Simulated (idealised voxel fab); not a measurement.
Title: Process Module voxel capacitor over wiring
Square cells of 5 nm make up the cross-section cut, whose width is 175 nm.
Just so we're on the same page, the cross-sections are grids of square cells, and they're listed out in bands top to bottom, each band one or more rows deep.
Band: top and bottom heights (nm) first, top before bottom; then materials from left to right, widths in nm. "all across" marks a sole material filling the band edge to edge. "air" denotes empty space.
Counting heights begins at 0, where everything beneath is, in the wafer as received, one material. The lowest band has no bottom; it goes on downwards, as "0 nm and below" shows.
You'd read "30..40" like this: the band's top row of cells is as wide as the first number, its bottom row is as wide as the second, and going down, every row changes width by the same amount as the row before did.
When a step is marked "all unchanged", none of the cells in the cross-section changed during that step.
You'll see "Closed voids list" listing empty spaces that have no way open to the top, as long as they're 8 cells or more; the notation is width x height at distance, where the distance is from the left edge, and all of it is in nm.
Post-settings text on a step line: simulator's own remark regarding the step.
"overlay nm" answers the question of how far to the right of plan the mask lay on a step that has a mask, and when it is negative the answer is to the left.

### The process steps that were planned are listed below
1. RECEIVE,material Si
2. CONFORMAL_DEP,material SiO2,thk nm 15
3. DIRECTIONAL_DEP,material TiN,thk nm 5
4. DIRECTIONAL_DEP,material Ru,thk nm 20
5. DIRECTIONAL_DEP,material aC,thk nm 15
6. PATTERN,tone cover,mask id METAL_1,material resist,width nm 30,pitch nm 80,thk nm 35,overlay nm 0
7. DIRECTIONAL_ETCH,etch materials aC,depth nm 15
8. STRIP,etch materials resist
9. DIRECTIONAL_ETCH,etch materials Ru,depth nm 20
10. DIRECTIONAL_ETCH,etch materials TiN,depth nm 5
11. STRIP,etch materials aC
12. FILL_DEP,material lowk,thk nm 5
13. CMP,height nm 40
14. CONFORMAL_DEP,material SiCN,thk nm 5
15. DIRECTIONAL_DEP,material lowk,thk nm 20
16. DIRECTIONAL_DEP,material aC,thk nm 10
17. PATTERN,tone open,mask id PLUG_1,material resist,width nm 15,thk nm 25,overlay nm 0
18. DIRECTIONAL_ETCH,etch materials aC,depth nm 10
19. STRIP,etch materials resist
20. DIRECTIONAL_ETCH,etch materials lowk,depth nm 20
21. DIRECTIONAL_ETCH,etch materials SiCN,depth nm 5
22. STRIP,etch materials aC
23. CONFORMAL_DEP,material TiN,thk nm 5
24. FILL_DEP,material Ru,thk nm 5
25. CMP,height nm 65
26. DIRECTIONAL_DEP,material TiN,thk nm 10
27. DIRECTIONAL_DEP,material SiN,thk nm 5
28. DIRECTIONAL_DEP,material TiN,thk nm 10
29. DIRECTIONAL_DEP,material aC,thk nm 15
30. PATTERN,tone cover,mask id UPPER_PLATE,material resist,width nm 55,thk nm 30,overlay nm 0
31. DIRECTIONAL_ETCH,etch materials aC,depth nm 15
32. STRIP,etch materials resist
33. DIRECTIONAL_ETCH,etch materials TiN,depth nm 10
34. DIRECTIONAL_ETCH,etch materials SiN,depth nm 5
35. STRIP,etch materials aC
36. DIRECTIONAL_DEP,material aC,thk nm 10
37. PATTERN,tone cover,mask id LOWER_PLATE,material resist,width nm 65,thk nm 30,overlay nm 0
38. DIRECTIONAL_ETCH,etch materials aC,depth nm 10
39. STRIP,etch materials resist
40. DIRECTIONAL_ETCH,etch materials TiN,depth nm 10
41. STRIP,etch materials aC
42. FILL_DEP,material SiO2,thk nm 20
43. CMP,height nm 105
44. MASKED_ETCH,tone open,mask id PLUG_2,width nm 15,etch materials SiO2,depth nm 15,overlay nm 0
45. CONFORMAL_DEP,material TiN,thk nm 5
46. FILL_DEP,material Ru,thk nm 5
47. CMP,height nm 105
48. CONFORMAL_DEP,material SiCN,thk nm 5

### Of two wafers, the first: run according to plan

### As-received wafer cross-section (after step 1)
- 0 nm and below = Si all across
- Closed voids list: none

### The following cross-section depicts the wafer upon completion of step 2
- 15 nm to 0 nm = SiO2 all across
- Under the height 0 nothing was changed.

### The following cross-section depicts the wafer upon completion of step 3
- 20 nm to 15 nm = TiN all across
- Under the height 15 nothing was changed.

### The following cross-section depicts the wafer upon completion of step 4
- 40 nm to 20 nm = Ru all across
- Under the height 20 nothing was changed.

### The following cross-section depicts the wafer upon completion of step 5
- 55 nm to 40 nm = aC all across
- Under the height 40 nothing was changed.

### The following cross-section depicts the wafer upon completion of step 6
- 90 nm to 55 nm = 30 nm air; 30 nm resist; 50 nm air; 30 nm resist; 35 nm air
- Under the height 55 nothing was changed.

### The following cross-section depicts the wafer upon completion of step 7
- 75 nm to 55 nm = 30 nm air; 30 nm resist; 50 nm air; 30 nm resist; 35 nm air
- 55 nm to 40 nm = 30 nm air; 30 nm aC; 50 nm air; 30 nm aC; 35 nm air
- Under the height 40 nothing was changed.

### The following cross-section depicts the wafer upon completion of step 8
- 55 nm to 40 nm = 30 nm air; 30 nm aC; 50 nm air; 30 nm aC; 35 nm air
- Under the height 40 nothing was changed.

### The following cross-section depicts the wafer upon completion of step 9
- 55 nm to 40 nm = 30 nm air; 30 nm aC; 50 nm air; 30 nm aC; 35 nm air
- 40 nm to 20 nm = 30 nm air; 30 nm Ru; 50 nm air; 30 nm Ru; 35 nm air
- Under the height 20 nothing was changed.

### The following cross-section depicts the wafer upon completion of step 10
- 55 nm to 40 nm = 30 nm air; 30 nm aC; 50 nm air; 30 nm aC; 35 nm air
- 40 nm to 20 nm = 30 nm air; 30 nm Ru; 50 nm air; 30 nm Ru; 35 nm air
- 20 nm to 15 nm = 30 nm air; 30 nm TiN; 50 nm air; 30 nm TiN; 35 nm air
- Under the height 15 nothing was changed.

### The following cross-section depicts the wafer upon completion of step 11
- 40 nm to 20 nm = 30 nm air; 30 nm Ru; 50 nm air; 30 nm Ru; 35 nm air
- Under the height 20 nothing was changed.

### The following cross-section depicts the wafer upon completion of step 12
- 45 nm to 40 nm = lowk all across
- 40 nm to 20 nm = 30 nm lowk; 30 nm Ru; 50 nm lowk; 30 nm Ru; 35 nm lowk
- 20 nm to 15 nm = 30 nm lowk; 30 nm TiN; 50 nm lowk; 30 nm TiN; 35 nm lowk
- Under the height 15 nothing was changed.

### The following cross-section depicts the wafer upon completion of step 13
- 40 nm to 20 nm = 30 nm lowk; 30 nm Ru; 50 nm lowk; 30 nm Ru; 35 nm lowk
- Under the height 20 nothing was changed.

### The following cross-section depicts the wafer upon completion of step 14
- 45 nm to 40 nm = SiCN all across
- Under the height 40 nothing was changed.

### The following cross-section depicts the wafer upon completion of step 15
- 65 nm to 45 nm = lowk all across
- Under the height 45 nothing was changed.

### The following cross-section depicts the wafer upon completion of step 16
- 75 nm to 65 nm = aC all across
- Under the height 65 nothing was changed.

### The following cross-section depicts the wafer upon completion of step 17
- 100 nm to 75 nm = 45 nm resist; 15 nm air; 115 nm resist
- Under the height 75 nothing was changed.

### The following cross-section depicts the wafer upon completion of step 18
- 90 nm to 75 nm = 45 nm resist; 15 nm air; 115 nm resist
- 75 nm to 65 nm = 45 nm aC; 15 nm air; 115 nm aC
- Under the height 65 nothing was changed.

### The following cross-section depicts the wafer upon completion of step 19
- 75 nm to 65 nm = 45 nm aC; 15 nm air; 115 nm aC
- Under the height 65 nothing was changed.

### The following cross-section depicts the wafer upon completion of step 20
- 75 nm to 65 nm = 45 nm aC; 15 nm air; 115 nm aC
- 65 nm to 45 nm = 45 nm lowk; 15 nm air; 115 nm lowk
- Under the height 45 nothing was changed.

### The following cross-section depicts the wafer upon completion of step 21
- 75 nm to 65 nm = 45 nm aC; 15 nm air; 115 nm aC
- 65 nm to 45 nm = 45 nm lowk; 15 nm air; 115 nm lowk
- 45 nm to 40 nm = 45 nm SiCN; 15 nm air; 115 nm SiCN
- Under the height 40 nothing was changed.

### The following cross-section depicts the wafer upon completion of step 22
- 65 nm to 45 nm = 45 nm lowk; 15 nm air; 115 nm lowk
- Under the height 45 nothing was changed.

### The following cross-section depicts the wafer upon completion of step 23
- 70 nm to 65 nm = 50 nm TiN; 5 nm air; 120 nm TiN
- 65 nm to 45 nm = 45 nm lowk; 5 nm TiN; 5 nm air; 5 nm TiN; 115 nm lowk
- 45 nm to 40 nm = 45 nm SiCN; 15 nm TiN; 115 nm SiCN
- Under the height 40 nothing was changed.

### The following cross-section depicts the wafer upon completion of step 24
- 75 nm to 70 nm = Ru all across
- 70 nm to 65 nm = 50 nm TiN; 5 nm Ru; 120 nm TiN
- 65 nm to 45 nm = 45 nm lowk; 5 nm TiN; 5 nm Ru; 5 nm TiN; 115 nm lowk
- Under the height 45 nothing was changed.

### The following cross-section depicts the wafer upon completion of step 25
- 65 nm to 45 nm = 45 nm lowk; 5 nm TiN; 5 nm Ru; 5 nm TiN; 115 nm lowk
- Under the height 45 nothing was changed.

### The following cross-section depicts the wafer upon completion of step 26
- 75 nm to 65 nm = TiN all across
- Under the height 65 nothing was changed.

### The following cross-section depicts the wafer upon completion of step 27
- 80 nm to 75 nm = SiN all across
- Under the height 75 nothing was changed.

### The following cross-section depicts the wafer upon completion of step 28
- 90 nm to 80 nm = TiN all across
- Under the height 80 nothing was changed.

### The following cross-section depicts the wafer upon completion of step 29
- 105 nm to 90 nm = aC all across
- Under the height 90 nothing was changed.

### The following cross-section depicts the wafer upon completion of step 30
- 135 nm to 105 nm = 45 nm air; 55 nm resist; 75 nm air
- Under the height 105 nothing was changed.

### The following cross-section depicts the wafer upon completion of step 31
- 120 nm to 105 nm = 45 nm air; 55 nm resist; 75 nm air
- 105 nm to 90 nm = 45 nm air; 55 nm aC; 75 nm air
- Under the height 90 nothing was changed.

### The following cross-section depicts the wafer upon completion of step 32
- 105 nm to 90 nm = 45 nm air; 55 nm aC; 75 nm air
- Under the height 90 nothing was changed.

### The following cross-section depicts the wafer upon completion of step 33
- 105 nm to 90 nm = 45 nm air; 55 nm aC; 75 nm air
- 90 nm to 80 nm = 45 nm air; 55 nm TiN; 75 nm air
- Under the height 80 nothing was changed.

### The following cross-section depicts the wafer upon completion of step 34
- 105 nm to 90 nm = 45 nm air; 55 nm aC; 75 nm air
- 90 nm to 80 nm = 45 nm air; 55 nm TiN; 75 nm air
- 80 nm to 75 nm = 45 nm air; 55 nm SiN; 75 nm air
- Under the height 75 nothing was changed.

### The following cross-section depicts the wafer upon completion of step 35
- 90 nm to 80 nm = 45 nm air; 55 nm TiN; 75 nm air
- Under the height 80 nothing was changed.

### The following cross-section depicts the wafer upon completion of step 36
- 100 nm to 90 nm = 45 nm air; 55 nm aC; 75 nm air
- 90 nm to 85 nm = 45 nm air; 55 nm TiN; 75 nm air
- 85 nm to 80 nm = 45 nm aC; 55 nm TiN; 75 nm aC
- 80 nm to 75 nm = 45 nm aC; 55 nm SiN; 75 nm aC
- Under the height 75 nothing was changed.

### The following cross-section depicts the wafer upon completion of step 37
- 130 nm to 100 nm = 40 nm air; 65 nm resist; 70 nm air
- 100 nm to 90 nm = 40 nm air; 5 nm resist; 55 nm aC; 5 nm resist; 70 nm air
- 90 nm to 85 nm = 40 nm air; 5 nm resist; 55 nm TiN; 5 nm resist; 70 nm air
- Under the height 85 nothing was changed.

### The following cross-section depicts the wafer upon completion of step 38
- 120 nm to 100 nm = 40 nm air; 65 nm resist; 70 nm air
- 100 nm to 90 nm = 40 nm air; 5 nm resist; 55 nm aC; 5 nm resist; 70 nm air
- 90 nm to 85 nm = 40 nm air; 5 nm resist; 55 nm TiN; 5 nm resist; 70 nm air
- 85 nm to 80 nm = 40 nm air; 5 nm aC; 55 nm TiN; 5 nm aC; 70 nm air
- 80 nm to 75 nm = 40 nm air; 5 nm aC; 55 nm SiN; 5 nm aC; 70 nm air
- Under the height 75 nothing was changed.

### The following cross-section depicts the wafer upon completion of step 39
- 100 nm to 90 nm = 45 nm air; 55 nm aC; 75 nm air
- 90 nm to 85 nm = 45 nm air; 55 nm TiN; 75 nm air
- Under the height 85 nothing was changed.

### The following cross-section depicts the wafer upon completion of step 40
- 100 nm to 90 nm = 45 nm air; 55 nm aC; 75 nm air
- 90 nm to 85 nm = 45 nm air; 55 nm TiN; 75 nm air
- 85 nm to 80 nm = 40 nm air; 5 nm aC; 55 nm TiN; 5 nm aC; 70 nm air
- 80 nm to 75 nm = 40 nm air; 5 nm aC; 55 nm SiN; 5 nm aC; 70 nm air
- 75 nm to 65 nm = 40 nm air; 65 nm TiN; 70 nm air
- Under the height 65 nothing was changed.

### The following cross-section depicts the wafer upon completion of step 41
- 90 nm to 80 nm = 45 nm air; 55 nm TiN; 75 nm air
- 80 nm to 75 nm = 45 nm air; 55 nm SiN; 75 nm air
- Under the height 75 nothing was changed.

### The following cross-section depicts the wafer upon completion of step 42
- 110 nm to 90 nm = SiO2 all across
- 90 nm to 80 nm = 45 nm SiO2; 55 nm TiN; 75 nm SiO2
- 80 nm to 75 nm = 45 nm SiO2; 55 nm SiN; 75 nm SiO2
- 75 nm to 65 nm = 40 nm SiO2; 65 nm TiN; 70 nm SiO2
- Under the height 65 nothing was changed.

### The following cross-section depicts the wafer upon completion of step 43
- 105 nm to 90 nm = SiO2 all across
- Under the height 90 nothing was changed.

### The following cross-section depicts the wafer upon completion of step 44
- 105 nm to 90 nm = 55 nm SiO2; 15 nm air; 105 nm SiO2
- Under the height 90 nothing was changed.

### The following cross-section depicts the wafer upon completion of step 45
- 110 nm to 105 nm = 60 nm TiN; 5 nm air; 110 nm TiN
- 105 nm to 95 nm = 55 nm SiO2; 5 nm TiN; 5 nm air; 5 nm TiN; 105 nm SiO2
- 95 nm to 90 nm = 55 nm SiO2; 15 nm TiN; 105 nm SiO2
- Under the height 90 nothing was changed.

### The following cross-section depicts the wafer upon completion of step 46
- 115 nm to 110 nm = Ru all across
- 110 nm to 105 nm = 60 nm TiN; 5 nm Ru; 110 nm TiN
- 105 nm to 95 nm = 55 nm SiO2; 5 nm TiN; 5 nm Ru; 5 nm TiN; 105 nm SiO2
- Under the height 95 nothing was changed.

### The following cross-section depicts the wafer upon completion of step 47
- 105 nm to 95 nm = 55 nm SiO2; 5 nm TiN; 5 nm Ru; 5 nm TiN; 105 nm SiO2
- Under the height 95 nothing was changed.

### The following cross-section depicts the wafer upon completion of step 48
- 110 nm to 105 nm = SiCN all across
- Under the height 105 nothing was changed.

### second wafer: like start, like plan, one mistake. Through step 1 it matches the first wafer

### The second wafer cut through, at the time step 2 was supposed to be finished
- 30 nm to 0 nm = SiO2 all across
- Under the height 0 nothing was changed.

### The second wafer cut through, at the time step 3 was supposed to be finished
- 35 nm to 30 nm = TiN all across
- Under the height 30 nothing was changed.

### The second wafer cut through, at the time step 4 was supposed to be finished
- 55 nm to 35 nm = Ru all across
- Under the height 35 nothing was changed.

### The second wafer cut through, at the time step 5 was supposed to be finished
- 70 nm to 55 nm = aC all across
- Under the height 55 nothing was changed.

### The second wafer cut through, at the time step 6 was supposed to be finished
- 105 nm to 70 nm = 30 nm air; 30 nm resist; 50 nm air; 30 nm resist; 35 nm air
- Under the height 70 nothing was changed.

### The second wafer cut through, at the time step 7 was supposed to be finished
- 90 nm to 70 nm = 30 nm air; 30 nm resist; 50 nm air; 30 nm resist; 35 nm air
- 70 nm to 55 nm = 30 nm air; 30 nm aC; 50 nm air; 30 nm aC; 35 nm air
- Under the height 55 nothing was changed.

### The second wafer cut through, at the time step 8 was supposed to be finished
- 70 nm to 55 nm = 30 nm air; 30 nm aC; 50 nm air; 30 nm aC; 35 nm air
- Under the height 55 nothing was changed.

### The second wafer cut through, at the time step 9 was supposed to be finished
- 70 nm to 55 nm = 30 nm air; 30 nm aC; 50 nm air; 30 nm aC; 35 nm air
- 55 nm to 35 nm = 30 nm air; 30 nm Ru; 50 nm air; 30 nm Ru; 35 nm air
- Under the height 35 nothing was changed.

### The second wafer cut through, at the time step 10 was supposed to be finished
- 70 nm to 55 nm = 30 nm air; 30 nm aC; 50 nm air; 30 nm aC; 35 nm air
- 55 nm to 35 nm = 30 nm air; 30 nm Ru; 50 nm air; 30 nm Ru; 35 nm air
- 35 nm to 30 nm = 30 nm air; 30 nm TiN; 50 nm air; 30 nm TiN; 35 nm air
- Under the height 30 nothing was changed.

### The second wafer cut through, at the time step 11 was supposed to be finished
- 55 nm to 35 nm = 30 nm air; 30 nm Ru; 50 nm air; 30 nm Ru; 35 nm air
- Under the height 35 nothing was changed.

### The second wafer cut through, at the time step 12 was supposed to be finished
- 60 nm to 55 nm = lowk all across
- 55 nm to 35 nm = 30 nm lowk; 30 nm Ru; 50 nm lowk; 30 nm Ru; 35 nm lowk
- 35 nm to 30 nm = 30 nm lowk; 30 nm TiN; 50 nm lowk; 30 nm TiN; 35 nm lowk
- Under the height 30 nothing was changed.

### The second wafer cut through, at the time step 13 was supposed to be finished
- 40 nm to 35 nm = 30 nm lowk; 30 nm Ru; 50 nm lowk; 30 nm Ru; 35 nm lowk
- Under the height 35 nothing was changed.

### The second wafer cut through, at the time step 14 was supposed to be finished
- 45 nm to 40 nm = SiCN all across
- Under the height 40 nothing was changed.

### The second wafer cut through, at the time step 15 was supposed to be finished
- 65 nm to 45 nm = lowk all across
- Under the height 45 nothing was changed.

### The second wafer cut through, at the time step 16 was supposed to be finished
- 75 nm to 65 nm = aC all across
- Under the height 65 nothing was changed.

### The second wafer cut through, at the time step 17 was supposed to be finished
- 100 nm to 75 nm = 45 nm resist; 15 nm air; 115 nm resist
- Under the height 75 nothing was changed.

### The second wafer cut through, at the time step 18 was supposed to be finished
- 90 nm to 75 nm = 45 nm resist; 15 nm air; 115 nm resist
- 75 nm to 65 nm = 45 nm aC; 15 nm air; 115 nm aC
- Under the height 65 nothing was changed.

### The second wafer cut through, at the time step 19 was supposed to be finished
- 75 nm to 65 nm = 45 nm aC; 15 nm air; 115 nm aC
- Under the height 65 nothing was changed.

### The second wafer cut through, at the time step 20 was supposed to be finished
- 75 nm to 65 nm = 45 nm aC; 15 nm air; 115 nm aC
- 65 nm to 45 nm = 45 nm lowk; 15 nm air; 115 nm lowk
- Under the height 45 nothing was changed.

### The second wafer cut through, at the time step 21 was supposed to be finished
- 75 nm to 65 nm = 45 nm aC; 15 nm air; 115 nm aC
- 65 nm to 45 nm = 45 nm lowk; 15 nm air; 115 nm lowk
- 45 nm to 40 nm = 45 nm SiCN; 15 nm air; 115 nm SiCN
- Under the height 40 nothing was changed.

### The second wafer cut through, at the time step 22 was supposed to be finished
- 65 nm to 45 nm = 45 nm lowk; 15 nm air; 115 nm lowk
- Under the height 45 nothing was changed.

### The second wafer cut through, at the time step 23 was supposed to be finished
- 70 nm to 65 nm = 50 nm TiN; 5 nm air; 120 nm TiN
- 65 nm to 45 nm = 45 nm lowk; 5 nm TiN; 5 nm air; 5 nm TiN; 115 nm lowk
- 45 nm to 40 nm = 45 nm SiCN; 15 nm TiN; 115 nm SiCN
- Under the height 40 nothing was changed.

### The second wafer cut through, at the time step 24 was supposed to be finished
- 75 nm to 70 nm = Ru all across
- 70 nm to 65 nm = 50 nm TiN; 5 nm Ru; 120 nm TiN
- 65 nm to 45 nm = 45 nm lowk; 5 nm TiN; 5 nm Ru; 5 nm TiN; 115 nm lowk
- Under the height 45 nothing was changed.

### The second wafer cut through, at the time step 25 was supposed to be finished
- 65 nm to 45 nm = 45 nm lowk; 5 nm TiN; 5 nm Ru; 5 nm TiN; 115 nm lowk
- Under the height 45 nothing was changed.

### The second wafer cut through, at the time step 26 was supposed to be finished
- 75 nm to 65 nm = TiN all across
- Under the height 65 nothing was changed.

### The second wafer cut through, at the time step 27 was supposed to be finished
- 80 nm to 75 nm = SiN all across
- Under the height 75 nothing was changed.

### The second wafer cut through, at the time step 28 was supposed to be finished
- 90 nm to 80 nm = TiN all across
- Under the height 80 nothing was changed.

### The second wafer cut through, at the time step 29 was supposed to be finished
- 105 nm to 90 nm = aC all across
- Under the height 90 nothing was changed.

### The second wafer cut through, at the time step 30 was supposed to be finished
- 135 nm to 105 nm = 45 nm air; 55 nm resist; 75 nm air
- Under the height 105 nothing was changed.

### The second wafer cut through, at the time step 31 was supposed to be finished
- 120 nm to 105 nm = 45 nm air; 55 nm resist; 75 nm air
- 105 nm to 90 nm = 45 nm air; 55 nm aC; 75 nm air
- Under the height 90 nothing was changed.

### The second wafer cut through, at the time step 32 was supposed to be finished
- 105 nm to 90 nm = 45 nm air; 55 nm aC; 75 nm air
- Under the height 90 nothing was changed.

### The second wafer cut through, at the time step 33 was supposed to be finished
- 105 nm to 90 nm = 45 nm air; 55 nm aC; 75 nm air
- 90 nm to 80 nm = 45 nm air; 55 nm TiN; 75 nm air
- Under the height 80 nothing was changed.

### The second wafer cut through, at the time step 34 was supposed to be finished
- 105 nm to 90 nm = 45 nm air; 55 nm aC; 75 nm air
- 90 nm to 80 nm = 45 nm air; 55 nm TiN; 75 nm air
- 80 nm to 75 nm = 45 nm air; 55 nm SiN; 75 nm air
- Under the height 75 nothing was changed.

### The second wafer cut through, at the time step 35 was supposed to be finished
- 90 nm to 80 nm = 45 nm air; 55 nm TiN; 75 nm air
- Under the height 80 nothing was changed.

### The second wafer cut through, at the time step 36 was supposed to be finished
- 100 nm to 90 nm = 45 nm air; 55 nm aC; 75 nm air
- 90 nm to 85 nm = 45 nm air; 55 nm TiN; 75 nm air
- 85 nm to 80 nm = 45 nm aC; 55 nm TiN; 75 nm aC
- 80 nm to 75 nm = 45 nm aC; 55 nm SiN; 75 nm aC
- Under the height 75 nothing was changed.

### The second wafer cut through, at the time step 37 was supposed to be finished
- 130 nm to 100 nm = 40 nm air; 65 nm resist; 70 nm air
- 100 nm to 90 nm = 40 nm air; 5 nm resist; 55 nm aC; 5 nm resist; 70 nm air
- 90 nm to 85 nm = 40 nm air; 5 nm resist; 55 nm TiN; 5 nm resist; 70 nm air
- Under the height 85 nothing was changed.

### The second wafer cut through, at the time step 38 was supposed to be finished
- 120 nm to 100 nm = 40 nm air; 65 nm resist; 70 nm air
- 100 nm to 90 nm = 40 nm air; 5 nm resist; 55 nm aC; 5 nm resist; 70 nm air
- 90 nm to 85 nm = 40 nm air; 5 nm resist; 55 nm TiN; 5 nm resist; 70 nm air
- 85 nm to 80 nm = 40 nm air; 5 nm aC; 55 nm TiN; 5 nm aC; 70 nm air
- 80 nm to 75 nm = 40 nm air; 5 nm aC; 55 nm SiN; 5 nm aC; 70 nm air
- Under the height 75 nothing was changed.

### The second wafer cut through, at the time step 39 was supposed to be finished
- 100 nm to 90 nm = 45 nm air; 55 nm aC; 75 nm air
- 90 nm to 85 nm = 45 nm air; 55 nm TiN; 75 nm air
- Under the height 85 nothing was changed.

### The second wafer cut through, at the time step 40 was supposed to be finished
- 100 nm to 90 nm = 45 nm air; 55 nm aC; 75 nm air
- 90 nm to 85 nm = 45 nm air; 55 nm TiN; 75 nm air
- 85 nm to 80 nm = 40 nm air; 5 nm aC; 55 nm TiN; 5 nm aC; 70 nm air
- 80 nm to 75 nm = 40 nm air; 5 nm aC; 55 nm SiN; 5 nm aC; 70 nm air
- 75 nm to 65 nm = 40 nm air; 65 nm TiN; 70 nm air
- Under the height 65 nothing was changed.

### The second wafer cut through, at the time step 41 was supposed to be finished
- 90 nm to 80 nm = 45 nm air; 55 nm TiN; 75 nm air
- 80 nm to 75 nm = 45 nm air; 55 nm SiN; 75 nm air
- Under the height 75 nothing was changed.

### The second wafer cut through, at the time step 42 was supposed to be finished
- 110 nm to 90 nm = SiO2 all across
- 90 nm to 80 nm = 45 nm SiO2; 55 nm TiN; 75 nm SiO2
- 80 nm to 75 nm = 45 nm SiO2; 55 nm SiN; 75 nm SiO2
- 75 nm to 65 nm = 40 nm SiO2; 65 nm TiN; 70 nm SiO2
- Under the height 65 nothing was changed.

### The second wafer cut through, at the time step 43 was supposed to be finished
- 105 nm to 90 nm = SiO2 all across
- Under the height 90 nothing was changed.

### The second wafer cut through, at the time step 44 was supposed to be finished
- 105 nm to 90 nm = 55 nm SiO2; 15 nm air; 105 nm SiO2
- Under the height 90 nothing was changed.

### The second wafer cut through, at the time step 45 was supposed to be finished
- 110 nm to 105 nm = 60 nm TiN; 5 nm air; 110 nm TiN
- 105 nm to 95 nm = 55 nm SiO2; 5 nm TiN; 5 nm air; 5 nm TiN; 105 nm SiO2
- 95 nm to 90 nm = 55 nm SiO2; 15 nm TiN; 105 nm SiO2
- Under the height 90 nothing was changed.

### The second wafer cut through, at the time step 46 was supposed to be finished
- 115 nm to 110 nm = Ru all across
- 110 nm to 105 nm = 60 nm TiN; 5 nm Ru; 110 nm TiN
- 105 nm to 95 nm = 55 nm SiO2; 5 nm TiN; 5 nm Ru; 5 nm TiN; 105 nm SiO2
- Under the height 95 nothing was changed.

### The second wafer cut through, at the time step 47 was supposed to be finished
- 105 nm to 95 nm = 55 nm SiO2; 5 nm TiN; 5 nm Ru; 5 nm TiN; 105 nm SiO2
- Under the height 95 nothing was changed.

### The second wafer cut through, at the time step 48 was supposed to be finished
- 110 nm to 105 nm = SiCN all across
- Under the height 105 nothing was changed.
Want to know what went wrong? heads up, step 2 of the plan got done twice
End check, counted in cells, second wafer has more or fewer of these materials than the first: 36 fewer of Ru, 105 more of SiO2, 69 fewer of lowk
